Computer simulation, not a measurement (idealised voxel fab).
The following is a process module called voxel transistor to metal.
Section cut is 290 nm wide and gridded with 5 nm square cells.
If you're reading a cross-section in this doc, picture square cells in a grid; it comes to you as bands, top ones listed first down to the bottom, and a band can be one or more rows of cells. For a band, the entry starts with two heights in nm, that of the top and then that of the bottom, and carries on with the band's materials in order from left to right, each alongside its width in nm; the word "everywhere" beside a single material means it fills the band edge to edge, and "blank" means empty space. Heights are expressed relative to 0, this being the level below which the as-received wafer comprises one material exclusively. The lowest band is unbounded in the downward direction and is denoted as in "z 0 and below". Read "30..40" as a graded width: first number on top, second number at the bottom, same change between each pair of neighbouring rows. Where a step carries "remained the same", the cross-section came out of it unchanged, cell for cell. Enclosed voids (no open way to top), threshold 8 cells or more, entry "Trapped cavities", notation width x height at distance, distance from left edge, nm. after a step's settings: what the simulator itself notes on the step. Among the settings permitted on a step's line is "overlay nm"; applied to a step with a mask, it specifies the extent to which the mask lay to the right of its planned position, whereas a negative figure signifies a position to the left. What follows is a series of pairs. Each pair shows a cross-section before one process step and the cross-section after it, and the after view is drawn only down to the lowest band that changed. Beneath each pair is the step that lies between the two, with its settings. Pairs may come from different runs of this module on the same starting wafer, so a pair continues from the one above it only where its entry headed "Prior state" says so.

-- Prior state
z 45 to 40  TiN 40 nm, then blank 10 nm, then TiN 65 nm, then blank 10 nm, then TiN 40 nm, then blank 10 nm, then TiN 65 nm, then blank 10 nm, then TiN 40 nm
z 40 to 25  SiO2 35 nm, then TiN 5 nm, then blank 10 nm, then TiN 5 nm, then SiO2 55 nm, then TiN 5 nm, then blank 10 nm, then TiN 5 nm, then SiO2 30 nm, then TiN 5 nm, then blank 10 nm, then TiN 5 nm, then SiO2 55 nm, then TiN 5 nm, then blank 10 nm, then TiN 5 nm, then SiO2 35 nm
z 25 to 15  SiO2 35 nm, then TiN 5 nm, then blank 10 nm, then TiN 5 nm, then SiN 10 nm, then SiO2 5 nm, then SiCN 25 nm, then SiO2 5 nm, then SiN 10 nm, then TiN 5 nm, then blank 10 nm, then TiN 5 nm, then SiO2 30 nm, then TiN 5 nm, then blank 10 nm, then TiN 5 nm, then SiN 10 nm, then SiO2 5 nm, then SiCN 25 nm, then SiO2 5 nm, then SiN 10 nm, then TiN 5 nm, then blank 10 nm, then TiN 5 nm, then SiO2 35 nm
z 15 to 10  SiO2 35 nm, then TiN 20 nm, then SiN 10 nm, then SiO2 5 nm, then polySi 25 nm, then SiO2 5 nm, then SiN 10 nm, then TiN 20 nm, then SiO2 30 nm, then TiN 20 nm, then SiN 10 nm, then SiO2 5 nm, then polySi 25 nm, then SiO2 5 nm, then SiN 10 nm, then TiN 20 nm, then SiO2 35 nm
z 10 to -5  SiO2 35 nm, then nSi 20 nm, then SiN 10 nm, then SiO2 5 nm, then polySi 25 nm, then SiO2 5 nm, then SiN 10 nm, then nSi 20 nm, then SiO2 30 nm, then nSi 20 nm, then SiN 10 nm, then SiO2 5 nm, then polySi 25 nm, then SiO2 5 nm, then SiN 10 nm, then nSi 20 nm, then SiO2 35 nm
z -5 to -10  SiO2 20 nm, then SiN 10 nm, then SiO2 5 nm, then nSi 20 nm, then SiO2 55 nm, then nSi 20 nm, then SiO2 5 nm, then SiN 20 nm, then SiO2 5 nm, then nSi 20 nm, then SiO2 55 nm, then nSi 20 nm, then SiO2 5 nm, then SiN 10 nm, then SiO2 20 nm
z -10 to -20  SiO2 20 nm, then SiN 10 nm, then SiO2 10 nm, then nSi 15 nm, then Si 55 nm, then nSi 15 nm, then SiO2 10 nm, then SiN 20 nm, then SiO2 10 nm, then nSi 15 nm, then Si 55 nm, then nSi 15 nm, then SiO2 10 nm, then SiN 10 nm, then SiO2 20 nm
z -20 to -25  SiO2 40 nm, then nSi 15 nm, then Si 55 nm, then nSi 15 nm, then SiO2 40 nm, then nSi 15 nm, then Si 55 nm, then nSi 15 nm, then SiO2 40 nm
z -25 to -35  SiO2 35 nm, then Si 95 nm, then SiO2 30 nm, then Si 95 nm, then SiO2 35 nm
z -35 and below  Si everywhere
Trapped cavities: none

-- Step Result
z 50 to 45  Ru everywhere
z 45 to 40  TiN 40 nm, then Ru 10 nm, then TiN 65 nm, then Ru 10 nm, then TiN 40 nm, then Ru 10 nm, then TiN 65 nm, then Ru 10 nm, then TiN 40 nm
z 40 to 25  SiO2 35 nm, then TiN 5 nm, then Ru 10 nm, then TiN 5 nm, then SiO2 55 nm, then TiN 5 nm, then Ru 10 nm, then TiN 5 nm, then SiO2 30 nm, then TiN 5 nm, then Ru 10 nm, then TiN 5 nm, then SiO2 55 nm, then TiN 5 nm, then Ru 10 nm, then TiN 5 nm, then SiO2 35 nm
z 25 to 15  SiO2 35 nm, then TiN 5 nm, then Ru 10 nm, then TiN 5 nm, then SiN 10 nm, then SiO2 5 nm, then SiCN 25 nm, then SiO2 5 nm, then SiN 10 nm, then TiN 5 nm, then Ru 10 nm, then TiN 5 nm, then SiO2 30 nm, then TiN 5 nm, then Ru 10 nm, then TiN 5 nm, then SiN 10 nm, then SiO2 5 nm, then SiCN 25 nm, then SiO2 5 nm, then SiN 10 nm, then TiN 5 nm, then Ru 10 nm, then TiN 5 nm, then SiO2 35 nm
Under the height 15 nothing was changed.
Trapped cavities: none
Relating the two cross-sections above, the step in between is FILL_DEP, material Ru, thk nm 5

Prior state: unchanged from the after cross-section in the pair immediately above; refer to that figure.

-- Step Result
z 40 to 25  SiO2 35 nm, then TiN 5 nm, then Ru 10 nm, then TiN 5 nm, then SiO2 55 nm, then TiN 5 nm, then Ru 10 nm, then TiN 5 nm, then SiO2 30 nm, then TiN 5 nm, then Ru 10 nm, then TiN 5 nm, then SiO2 55 nm, then TiN 5 nm, then Ru 10 nm, then TiN 5 nm, then SiO2 35 nm
Under the height 25 nothing was changed.
Trapped cavities: none
Relating the two cross-sections above, the step in between is CMP, height nm 40

Prior state: unchanged from the after cross-section in the pair immediately above; refer to that figure.

-- Step Result
z 45 to 40  SiCN everywhere
Under the height 40 nothing was changed.
Trapped cavities: none
Relating the two cross-sections above, the step in between is CONFORMAL_DEP, material SiCN, thk nm 5

Prior state: unchanged from the after cross-section in the pair immediately above; refer to that figure.

-- Step Result
z 70 to 45  SiO2 everywhere
Under the height 45 nothing was changed.
Trapped cavities: none
Relating the two cross-sections above, the step in between is DIRECTIONAL_DEP, material SiO2, thk nm 25

Prior state: unchanged from the after cross-section in the pair immediately above; refer to that figure.

-- Step Result
z 80 to 70  aC everywhere
Under the height 70 nothing was changed.
Trapped cavities: none
Relating the two cross-sections above, the step in between is DIRECTIONAL_DEP, material aC, thk nm 10

Prior state: unchanged from the after cross-section in the pair immediately above; refer to that figure.

-- Step Result
z 110 to 80  resist 35 nm, then blank 20 nm, then resist 55 nm, then blank 20 nm, then resist 30 nm, then blank 20 nm, then resist 55 nm, then blank 20 nm, then resist 35 nm
Under the height 80 nothing was changed.
Trapped cavities: none
Relating the two cross-sections above, the step in between is PATTERN, tone open, mask id METAL_1, material resist, width nm 20, thk nm 30, overlay nm 0

Prior state: unchanged from the after cross-section in the pair immediately above; refer to that figure.

-- Step Result
z 100 to 80  resist 35 nm, then blank 20 nm, then resist 55 nm, then blank 20 nm, then resist 30 nm, then blank 20 nm, then resist 55 nm, then blank 20 nm, then resist 35 nm
z 80 to 70  aC 35 nm, then blank 20 nm, then aC 55 nm, then blank 20 nm, then aC 30 nm, then blank 20 nm, then aC 55 nm, then blank 20 nm, then aC 35 nm
Under the height 70 nothing was changed.
Trapped cavities: none
Relating the two cross-sections above, the step in between is DIRECTIONAL_ETCH, etch materials aC, depth nm 10

Prior state: unchanged from the after cross-section in the pair immediately above; refer to that figure.

-- Step Result
z 80 to 70  aC 35 nm, then blank 20 nm, then aC 55 nm, then blank 20 nm, then aC 30 nm, then blank 20 nm, then aC 55 nm, then blank 20 nm, then aC 35 nm
Under the height 70 nothing was changed.
Trapped cavities: none
Relating the two cross-sections above, the step in between is STRIP, etch materials resist

Prior state: unchanged from the after cross-section in the pair immediately above; refer to that figure.

-- Step Result
z 80 to 70  aC 35 nm, then blank 20 nm, then aC 55 nm, then blank 20 nm, then aC 30 nm, then blank 20 nm, then aC 55 nm, then blank 20 nm, then aC 35 nm
z 70 to 45  SiO2 35 nm, then blank 20 nm, then SiO2 55 nm, then blank 20 nm, then SiO2 30 nm, then blank 20 nm, then SiO2 55 nm, then blank 20 nm, then SiO2 35 nm
Under the height 45 nothing was changed.
Trapped cavities: none
Relating the two cross-sections above, the step in between is DIRECTIONAL_ETCH, etch materials SiO2, depth nm 25

Prior state: unchanged from the after cross-section in the pair immediately above; refer to that figure.

-- Step Result
z 80 to 70  aC 35 nm, then blank 20 nm, then aC 55 nm, then blank 20 nm, then aC 30 nm, then blank 20 nm, then aC 55 nm, then blank 20 nm, then aC 35 nm
z 70 to 45  SiO2 35 nm, then blank 20 nm, then SiO2 55 nm, then blank 20 nm, then SiO2 30 nm, then blank 20 nm, then SiO2 55 nm, then blank 20 nm, then SiO2 35 nm
z 45 to 40  SiCN 35 nm, then blank 20 nm, then SiCN 55 nm, then blank 20 nm, then SiCN 30 nm, then blank 20 nm, then SiCN 55 nm, then blank 20 nm, then SiCN 35 nm
Under the height 40 nothing was changed.
Trapped cavities: none
Relating the two cross-sections above, the step in between is DIRECTIONAL_ETCH, etch materials SiCN, depth nm 5

Prior state: unchanged from the after cross-section in the pair immediately above; refer to that figure.

-- Step Result
z 70 to 45  SiO2 35 nm, then blank 20 nm, then SiO2 55 nm, then blank 20 nm, then SiO2 30 nm, then blank 20 nm, then SiO2 55 nm, then blank 20 nm, then SiO2 35 nm
Under the height 45 nothing was changed.
Trapped cavities: none
Relating the two cross-sections above, the step in between is STRIP, etch materials aC

Prior state: unchanged from the after cross-section in the pair immediately above; refer to that figure.

-- Step Result
z 75 to 70  TiN 40 nm, then blank 10 nm, then TiN 65 nm, then blank 10 nm, then TiN 40 nm, then blank 10 nm, then TiN 65 nm, then blank 10 nm, then TiN 40 nm
z 70 to 45  SiO2 35 nm, then TiN 5 nm, then blank 10 nm, then TiN 5 nm, then SiO2 55 nm, then TiN 5 nm, then blank 10 nm, then TiN 5 nm, then SiO2 30 nm, then TiN 5 nm, then blank 10 nm, then TiN 5 nm, then SiO2 55 nm, then TiN 5 nm, then blank 10 nm, then TiN 5 nm, then SiO2 35 nm
z 45 to 40  SiCN 35 nm, then TiN 20 nm, then SiCN 55 nm, then TiN 20 nm, then SiCN 30 nm, then TiN 20 nm, then SiCN 55 nm, then TiN 20 nm, then SiCN 35 nm
Under the height 40 nothing was changed.
Trapped cavities: none
Relating the two cross-sections above, the step in between is CONFORMAL_DEP, material TiN, thk nm 5

Prior state: unchanged from the after cross-section in the pair immediately above; refer to that figure.

-- Step Result
z 85 to 75  Cu everywhere
z 75 to 70  TiN 40 nm, then Cu 10 nm, then TiN 65 nm, then Cu 10 nm, then TiN 40 nm, then Cu 10 nm, then TiN 65 nm, then Cu 10 nm, then TiN 40 nm
z 70 to 45  SiO2 35 nm, then TiN 5 nm, then Cu 10 nm, then TiN 5 nm, then SiO2 55 nm, then TiN 5 nm, then Cu 10 nm, then TiN 5 nm, then SiO2 30 nm, then TiN 5 nm, then Cu 10 nm, then TiN 5 nm, then SiO2 55 nm, then TiN 5 nm, then Cu 10 nm, then TiN 5 nm, then SiO2 35 nm
Under the height 45 nothing was changed.
Trapped cavities: none
Relating the two cross-sections above, the step in between is FILL_DEP, material Cu, thk nm 10

Prior state: unchanged from the after cross-section in the pair immediately above; refer to that figure.

-- Step Result
z 70 to 45  SiO2 35 nm, then TiN 5 nm, then Cu 10 nm, then TiN 5 nm, then SiO2 55 nm, then TiN 5 nm, then Cu 10 nm, then TiN 5 nm, then SiO2 30 nm, then TiN 5 nm, then Cu 10 nm, then TiN 5 nm, then SiO2 55 nm, then TiN 5 nm, then Cu 10 nm, then TiN 5 nm, then SiO2 35 nm
Under the height 45 nothing was changed.
Trapped cavities: none
Relating the two cross-sections above, the step in between is CMP, height nm 70

Prior state: unchanged from the after cross-section in the pair immediately above; refer to that figure.

-- Step Result
z 75 to 70  SiCN everywhere
Under the height 70 nothing was changed.
Trapped cavities: none
Relating the two cross-sections above, the step in between is CONFORMAL_DEP, material SiCN, thk nm 5

Prior state: unchanged from the after cross-section in the pair immediately above; refer to that figure.

-- Step Result
z 100 to 75  SiO2 everywhere
Under the height 75 nothing was changed.
Trapped cavities: none
Relating the two cross-sections above, the step in between is DIRECTIONAL_DEP, material SiO2, thk nm 25

Prior state: unchanged from the after cross-section in the pair immediately above; refer to that figure.

-- Step Result
z 120 to 100  resist 35 nm, then blank 20 nm, then resist 105 nm, then blank 20 nm, then resist 110 nm
Under the height 100 nothing was changed.
Trapped cavities: none
Relating the two cross-sections above, the step in between is PATTERN, tone open, mask id METAL_2, material resist, width nm 20, pitch nm 125, thk nm 20, overlay nm 0

Prior state: unchanged from the after cross-section in the pair immediately above; refer to that figure.

-- Step Result
z 120 to 100  resist 35 nm, then blank 20 nm, then resist 105 nm, then blank 20 nm, then resist 110 nm
z 100 to 85  SiO2 35 nm, then blank 20 nm, then SiO2 105 nm, then blank 20 nm, then SiO2 110 nm
Under the height 85 nothing was changed.
Trapped cavities: none
Relating the two cross-sections above, the step in between is DIRECTIONAL_ETCH, etch materials SiO2, depth nm 15

Prior state: unchanged from the after cross-section in the pair immediately above; refer to that figure.

-- Step Result
z 100 to 85  SiO2 35 nm, then blank 20 nm, then SiO2 105 nm, then blank 20 nm, then SiO2 110 nm
Under the height 85 nothing was changed.
Trapped cavities: none
Relating the two cross-sections above, the step in between is STRIP, etch materials resist

Prior state: unchanged from the after cross-section in the pair immediately above; refer to that figure.

-- Step Result
z 115 to 100  aC 35 nm, then blank 20 nm, then aC 105 nm, then blank 20 nm, then aC 110 nm
z 100 to 85  SiO2 35 nm, then aC 20 nm, then SiO2 105 nm, then aC 20 nm, then SiO2 110 nm
Under the height 85 nothing was changed.
Trapped cavities: none
Relating the two cross-sections above, the step in between is DIRECTIONAL_DEP, material aC, thk nm 15

Prior state: unchanged from the after cross-section in the pair immediately above; refer to that figure.

-- Step Result
z 145 to 115  resist 35 nm, then blank 15 nm, then resist 110 nm, then blank 15 nm, then resist 115 nm
z 115 to 100  aC 35 nm, then blank 15 nm, then resist 5 nm, then aC 105 nm, then blank 15 nm, then resist 5 nm, then aC 110 nm
Under the height 100 nothing was changed.
Trapped cavities: none
Relating the two cross-sections above, the step in between is PATTERN, tone open, mask id METAL_2_HOLES, material resist, width nm 15, pitch nm 125, thk nm 30, overlay nm 0

Prior state: unchanged from the after cross-section in the pair immediately above; refer to that figure.

-- Step Result
z 130 to 115  resist 35 nm, then blank 15 nm, then resist 110 nm, then blank 15 nm, then resist 115 nm
z 115 to 100  aC 35 nm, then blank 15 nm, then resist 5 nm, then aC 105 nm, then blank 15 nm, then resist 5 nm, then aC 110 nm
z 100 to 85  SiO2 35 nm, then blank 15 nm, then aC 5 nm, then SiO2 105 nm, then blank 15 nm, then aC 5 nm, then SiO2 110 nm
Under the height 85 nothing was changed.
Trapped cavities: none
Relating the two cross-sections above, the step in between is DIRECTIONAL_ETCH, etch materials aC, depth nm 15

Prior state: unchanged from the after cross-section in the pair immediately above; refer to that figure.

-- Step Result
z 115 to 100  aC 35 nm, then blank 20 nm, then aC 105 nm, then blank 20 nm, then aC 110 nm
Under the height 100 nothing was changed.
Trapped cavities: none
Relating the two cross-sections above, the step in between is STRIP, etch materials resist

Prior state: unchanged from the after cross-section in the pair immediately above; refer to that figure.

-- Step Result
z 115 to 100  aC 35 nm, then blank 20 nm, then aC 105 nm, then blank 20 nm, then aC 110 nm
z 100 to 85  SiO2 35 nm, then blank 15 nm, then aC 5 nm, then SiO2 105 nm, then blank 15 nm, then aC 5 nm, then SiO2 110 nm
z 85 to 75  SiO2 35 nm, then blank 15 nm, then SiO2 110 nm, then blank 15 nm, then SiO2 115 nm
Under the height 75 nothing was changed.
Trapped cavities: none
Relating the two cross-sections above, the step in between is DIRECTIONAL_ETCH, etch materials SiO2, depth nm 10

Prior state: unchanged from the after cross-section in the pair immediately above; refer to that figure.

-- Step Result
z 115 to 100  aC 35 nm, then blank 20 nm, then aC 105 nm, then blank 20 nm, then aC 110 nm
z 100 to 85  SiO2 35 nm, then blank 15 nm, then aC 5 nm, then SiO2 105 nm, then blank 15 nm, then aC 5 nm, then SiO2 110 nm
z 85 to 75  SiO2 35 nm, then blank 15 nm, then SiO2 110 nm, then blank 15 nm, then SiO2 115 nm
z 75 to 70  SiCN 35 nm, then blank 15 nm, then SiCN 110 nm, then blank 15 nm, then SiCN 115 nm
Under the height 70 nothing was changed.
Trapped cavities: none
Relating the two cross-sections above, the step in between is DIRECTIONAL_ETCH, etch materials SiCN, depth nm 5

Prior state: unchanged from the after cross-section in the pair immediately above; refer to that figure.

-- Step Result
z 100 to 85  SiO2 35 nm, then blank 20 nm, then SiO2 105 nm, then blank 20 nm, then SiO2 110 nm
Under the height 85 nothing was changed.
Trapped cavities: none
Relating the two cross-sections above, the step in between is STRIP, etch materials aC

Prior state: unchanged from the after cross-section in the pair immediately above; refer to that figure.

-- Step Result
z 105 to 100  TiN 40 nm, then blank 10 nm, then TiN 115 nm, then blank 10 nm, then TiN 115 nm
z 100 to 90  SiO2 35 nm, then TiN 5 nm, then blank 10 nm, then TiN 5 nm, then SiO2 105 nm, then TiN 5 nm, then blank 10 nm, then TiN 5 nm, then SiO2 110 nm
z 90 to 85  SiO2 35 nm, then TiN 5 nm, then blank 5 nm, then TiN 10 nm, then SiO2 105 nm, then TiN 5 nm, then blank 5 nm, then TiN 10 nm, then SiO2 110 nm
z 85 to 75  SiO2 35 nm, then TiN 5 nm, then blank 5 nm, then TiN 5 nm, then SiO2 110 nm, then TiN 5 nm, then blank 5 nm, then TiN 5 nm, then SiO2 115 nm
z 75 to 70  SiCN 35 nm, then TiN 15 nm, then SiCN 110 nm, then TiN 15 nm, then SiCN 115 nm
Under the height 70 nothing was changed.
Trapped cavities: none
Relating the two cross-sections above, the step in between is CONFORMAL_DEP, material TiN, thk nm 5

Prior state: unchanged from the after cross-section in the pair immediately above; refer to that figure.

-- Step Result
z 115 to 105  Ru everywhere
z 105 to 100  TiN 40 nm, then Ru 10 nm, then TiN 115 nm, then Ru 10 nm, then TiN 115 nm
z 100 to 90  SiO2 35 nm, then TiN 5 nm, then Ru 10 nm, then TiN 5 nm, then SiO2 105 nm, then TiN 5 nm, then Ru 10 nm, then TiN 5 nm, then SiO2 110 nm
z 90 to 85  SiO2 35 nm, then TiN 5 nm, then Ru 5 nm, then TiN 10 nm, then SiO2 105 nm, then TiN 5 nm, then Ru 5 nm, then TiN 10 nm, then SiO2 110 nm
z 85 to 75  SiO2 35 nm, then TiN 5 nm, then Ru 5 nm, then TiN 5 nm, then SiO2 110 nm, then TiN 5 nm, then Ru 5 nm, then TiN 5 nm, then SiO2 115 nm
Under the height 75 nothing was changed.
Trapped cavities: none
Relating the two cross-sections above, the step in between is FILL_DEP, material Ru, thk nm 10

Prior state: unchanged from the after cross-section in the pair immediately above; refer to that figure.

-- Step Result
z 100 to 90  SiO2 35 nm, then TiN 5 nm, then Ru 10 nm, then TiN 5 nm, then SiO2 105 nm, then TiN 5 nm, then Ru 10 nm, then TiN 5 nm, then SiO2 110 nm
Under the height 90 nothing was changed.
Trapped cavities: none
Relating the two cross-sections above, the step in between is CMP, height nm 100

Prior state: unchanged from the after cross-section in the pair immediately above; refer to that figure.

-- Step Result
z 105 to 100  SiCN everywhere
Under the height 100 nothing was changed.
Trapped cavities: none
Relating the two cross-sections above, the step in between is CONFORMAL_DEP, material SiCN, thk nm 5

-- Prior state
z 25 to 20  blank 55 nm, then SiN 10 nm, then blank 5 nm, then SiCN 25 nm, then blank 5 nm, then SiN 10 nm, then blank 70 nm, then SiN 10 nm, then blank 5 nm, then SiCN 25 nm, then blank 5 nm, then SiN 10 nm, then blank 55 nm
z 20 to 15  blank 55 nm, then SiN 10 nm, then SiO2 5 nm, then SiCN 25 nm, then SiO2 5 nm, then SiN 10 nm, then blank 70 nm, then SiN 10 nm, then SiO2 5 nm, then SiCN 25 nm, then SiO2 5 nm, then SiN 10 nm, then blank 55 nm
z 15 to -5  blank 55 nm, then SiN 10 nm, then SiO2 5 nm, then polySi 25 nm, then SiO2 5 nm, then SiN 10 nm, then blank 70 nm, then SiN 10 nm, then SiO2 5 nm, then polySi 25 nm, then SiO2 5 nm, then SiN 10 nm, then blank 55 nm
z -5 to -10  blank 55 nm, then SiO2 55 nm, then blank 70 nm, then SiO2 55 nm, then blank 55 nm
z -10 to -35  SiO2 35 nm, then Si 95 nm, then SiO2 30 nm, then Si 95 nm, then SiO2 35 nm
z -35 and below  Si everywhere
Trapped cavities: none

-- Step Result
z 25 to 20  blank 55 nm, then SiN 10 nm, then blank 5 nm, then SiCN 25 nm, then blank 5 nm, then SiN 10 nm, then blank 70 nm, then SiN 10 nm, then blank 5 nm, then SiCN 25 nm, then blank 5 nm, then SiN 10 nm, then blank 55 nm
z 20 to 15  blank 55 nm, then SiN 10 nm, then SiO2 5 nm, then SiCN 25 nm, then SiO2 5 nm, then SiN 10 nm, then blank 70 nm, then SiN 10 nm, then SiO2 5 nm, then SiCN 25 nm, then SiO2 5 nm, then SiN 10 nm, then blank 55 nm
z 15 to 10  blank 55 nm, then SiN 10 nm, then SiO2 5 nm, then polySi 25 nm, then SiO2 5 nm, then SiN 10 nm, then blank 70 nm, then SiN 10 nm, then SiO2 5 nm, then polySi 25 nm, then SiO2 5 nm, then SiN 10 nm, then blank 55 nm
z 10 to -5  blank 15 nm, then nSi 40 nm, then SiN 10 nm, then SiO2 5 nm, then polySi 25 nm, then SiO2 5 nm, then SiN 10 nm, then nSi 70 nm, then SiN 10 nm, then SiO2 5 nm, then polySi 25 nm, then SiO2 5 nm, then SiN 10 nm, then nSi 40 nm, then blank 15 nm
z -5 to -10  blank 15 nm, then nSi 40 nm, then SiO2 55 nm, then nSi 70 nm, then SiO2 55 nm, then nSi 40 nm, then blank 15 nm
Under the height -10 nothing was changed.
Trapped cavities: none
Relating the two cross-sections above, the step in between is EPI, material nSi, thk nm 20

Prior state: unchanged from the after cross-section in the pair immediately above; refer to that figure.

-- Step Result
z 25 to 20  blank 55 nm, then SiN 10 nm, then blank 5 nm, then SiCN 25 nm, then blank 5 nm, then SiN 10 nm, then blank 70 nm, then SiN 10 nm, then blank 5 nm, then SiCN 25 nm, then blank 5 nm, then SiN 10 nm, then blank 55 nm
z 20 to 15  blank 55 nm, then SiN 10 nm, then SiO2 5 nm, then SiCN 25 nm, then SiO2 5 nm, then SiN 10 nm, then blank 70 nm, then SiN 10 nm, then SiO2 5 nm, then SiCN 25 nm, then SiO2 5 nm, then SiN 10 nm, then blank 55 nm
z 15 to -5  blank 55 nm, then SiN 10 nm, then SiO2 5 nm, then polySi 25 nm, then SiO2 5 nm, then SiN 10 nm, then blank 70 nm, then SiN 10 nm, then SiO2 5 nm, then polySi 25 nm, then SiO2 5 nm, then SiN 10 nm, then blank 55 nm
Under the height -5 nothing was changed.
Trapped cavities: none
Relating the two cross-sections above, the step in between is DIRECTIONAL_ETCH, etch materials Si, depth nm 15

Prior state: unchanged from the after cross-section in the pair immediately above; refer to that figure.

-- Step Result
z 35 to 25  SiO2 everywhere
z 25 to 15  SiO2 55 nm, then SiN 10 nm, then SiO2 5 nm, then SiCN 25 nm, then SiO2 5 nm, then SiN 10 nm, then SiO2 70 nm, then SiN 10 nm, then SiO2 5 nm, then SiCN 25 nm, then SiO2 5 nm, then SiN 10 nm, then SiO2 55 nm
z 15 to -5  SiO2 55 nm, then SiN 10 nm, then SiO2 5 nm, then polySi 25 nm, then SiO2 5 nm, then SiN 10 nm, then SiO2 70 nm, then SiN 10 nm, then SiO2 5 nm, then polySi 25 nm, then SiO2 5 nm, then SiN 10 nm, then SiO2 55 nm
z -5 to -10  SiO2 15 nm, then nSi 40 nm, then SiO2 55 nm, then nSi 70 nm, then SiO2 55 nm, then nSi 40 nm, then SiO2 15 nm
Under the height -10 nothing was changed.
Trapped cavities: none
Relating the two cross-sections above, the step in between is FILL_DEP, material SiO2, thk nm 10

Prior state: unchanged from the after cross-section in the pair immediately above; refer to that figure.

-- Step Result
z 25 to 15  SiO2 55 nm, then SiN 10 nm, then SiO2 5 nm, then SiCN 25 nm, then SiO2 5 nm, then SiN 10 nm, then SiO2 70 nm, then SiN 10 nm, then SiO2 5 nm, then SiCN 25 nm, then SiO2 5 nm, then SiN 10 nm, then SiO2 55 nm
Under the height 15 nothing was changed.
Trapped cavities: none
Relating the two cross-sections above, the step in between is CMP, height nm 25

Prior state: unchanged from the after cross-section in the pair immediately above; refer to that figure.

-- Step Result
z 40 to 25  SiO2 everywhere
Under the height 25 nothing was changed.
Trapped cavities: none
Relating the two cross-sections above, the step in between is DIRECTIONAL_DEP, material SiO2, thk nm 15

Prior state: unchanged from the after cross-section in the pair immediately above; refer to that figure.

-- Step Result
z 40 to 25  SiO2 35 nm, then blank 20 nm, then SiO2 55 nm, then blank 20 nm, then SiO2 30 nm, then blank 20 nm, then SiO2 55 nm, then blank 20 nm, then SiO2 35 nm
z 25 to 15  SiO2 35 nm, then blank 20 nm, then SiN 10 nm, then SiO2 5 nm, then SiCN 25 nm, then SiO2 5 nm, then SiN 10 nm, then blank 20 nm, then SiO2 30 nm, then blank 20 nm, then SiN 10 nm, then SiO2 5 nm, then SiCN 25 nm, then SiO2 5 nm, then SiN 10 nm, then blank 20 nm, then SiO2 35 nm
z 15 to 10  SiO2 35 nm, then blank 20 nm, then SiN 10 nm, then SiO2 5 nm, then polySi 25 nm, then SiO2 5 nm, then SiN 10 nm, then blank 20 nm, then SiO2 30 nm, then blank 20 nm, then SiN 10 nm, then SiO2 5 nm, then polySi 25 nm, then SiO2 5 nm, then SiN 10 nm, then blank 20 nm, then SiO2 35 nm
Under the height 10 nothing was changed.
Trapped cavities: none
Relating the two cross-sections above, the step in between is MASKED_ETCH, tone open, mask id CONTACT, width nm 20, etch materials SiO2, depth nm 30, overlay nm 0

Prior state: unchanged from the after cross-section in the pair immediately above; refer to that figure.

-- Step Result
z 45 to 40  TiN 40 nm, then blank 10 nm, then TiN 65 nm, then blank 10 nm, then TiN 40 nm, then blank 10 nm, then TiN 65 nm, then blank 10 nm, then TiN 40 nm
z 40 to 25  SiO2 35 nm, then TiN 5 nm, then blank 10 nm, then TiN 5 nm, then SiO2 55 nm, then TiN 5 nm, then blank 10 nm, then TiN 5 nm, then SiO2 30 nm, then TiN 5 nm, then blank 10 nm, then TiN 5 nm, then SiO2 55 nm, then TiN 5 nm, then blank 10 nm, then TiN 5 nm, then SiO2 35 nm
z 25 to 15  SiO2 35 nm, then TiN 5 nm, then blank 10 nm, then TiN 5 nm, then SiN 10 nm, then SiO2 5 nm, then SiCN 25 nm, then SiO2 5 nm, then SiN 10 nm, then TiN 5 nm, then blank 10 nm, then TiN 5 nm, then SiO2 30 nm, then TiN 5 nm, then blank 10 nm, then TiN 5 nm, then SiN 10 nm, then SiO2 5 nm, then SiCN 25 nm, then SiO2 5 nm, then SiN 10 nm, then TiN 5 nm, then blank 10 nm, then TiN 5 nm, then SiO2 35 nm
z 15 to 10  SiO2 35 nm, then TiN 20 nm, then SiN 10 nm, then SiO2 5 nm, then polySi 25 nm, then SiO2 5 nm, then SiN 10 nm, then TiN 20 nm, then SiO2 30 nm, then TiN 20 nm, then SiN 10 nm, then SiO2 5 nm, then polySi 25 nm, then SiO2 5 nm, then SiN 10 nm, then TiN 20 nm, then SiO2 35 nm
Under the height 10 nothing was changed.
Trapped cavities: none
Relating the two cross-sections above, the step in between is CONFORMAL_DEP, material TiN, thk nm 5

Prior state: unchanged from the after cross-section in the pair immediately above; refer to that figure.

-- Step Result
z 50 to 45  Ru everywhere
z 45 to 40  TiN 40 nm, then Ru 10 nm, then TiN 65 nm, then Ru 10 nm, then TiN 40 nm, then Ru 10 nm, then TiN 65 nm, then Ru 10 nm, then TiN 40 nm
z 40 to 25  SiO2 35 nm, then TiN 5 nm, then Ru 10 nm, then TiN 5 nm, then SiO2 55 nm, then TiN 5 nm, then Ru 10 nm, then TiN 5 nm, then SiO2 30 nm, then TiN 5 nm, then Ru 10 nm, then TiN 5 nm, then SiO2 55 nm, then TiN 5 nm, then Ru 10 nm, then TiN 5 nm, then SiO2 35 nm
z 25 to 15  SiO2 35 nm, then TiN 5 nm, then Ru 10 nm, then TiN 5 nm, then SiN 10 nm, then SiO2 5 nm, then SiCN 25 nm, then SiO2 5 nm, then SiN 10 nm, then TiN 5 nm, then Ru 10 nm, then TiN 5 nm, then SiO2 30 nm, then TiN 5 nm, then Ru 10 nm, then TiN 5 nm, then SiN 10 nm, then SiO2 5 nm, then SiCN 25 nm, then SiO2 5 nm, then SiN 10 nm, then TiN 5 nm, then Ru 10 nm, then TiN 5 nm, then SiO2 35 nm
Under the height 15 nothing was changed.
Trapped cavities: none
Relating the two cross-sections above, the step in between is FILL_DEP, material Ru, thk nm 5

Prior state: unchanged from the after cross-section in the pair immediately above; refer to that figure.

-- Step Result
z 40 to 25  SiO2 35 nm, then TiN 5 nm, then Ru 10 nm, then TiN 5 nm, then SiO2 55 nm, then TiN 5 nm, then Ru 10 nm, then TiN 5 nm, then SiO2 30 nm, then TiN 5 nm, then Ru 10 nm, then TiN 5 nm, then SiO2 55 nm, then TiN 5 nm, then Ru 10 nm, then TiN 5 nm, then SiO2 35 nm
Under the height 25 nothing was changed.
Trapped cavities: none
Relating the two cross-sections above, the step in between is CMP, height nm 40

Prior state: unchanged from the after cross-section in the pair immediately above; refer to that figure.

-- Step Result
z 45 to 40  SiCN everywhere
Under the height 40 nothing was changed.
Trapped cavities: none
Relating the two cross-sections above, the step in between is CONFORMAL_DEP, material SiCN, thk nm 5

Prior state: unchanged from the after cross-section in the pair immediately above; refer to that figure.

-- Step Result
z 70 to 45  SiO2 everywhere
Under the height 45 nothing was changed.
Trapped cavities: none
Relating the two cross-sections above, the step in between is DIRECTIONAL_DEP, material SiO2, thk nm 25
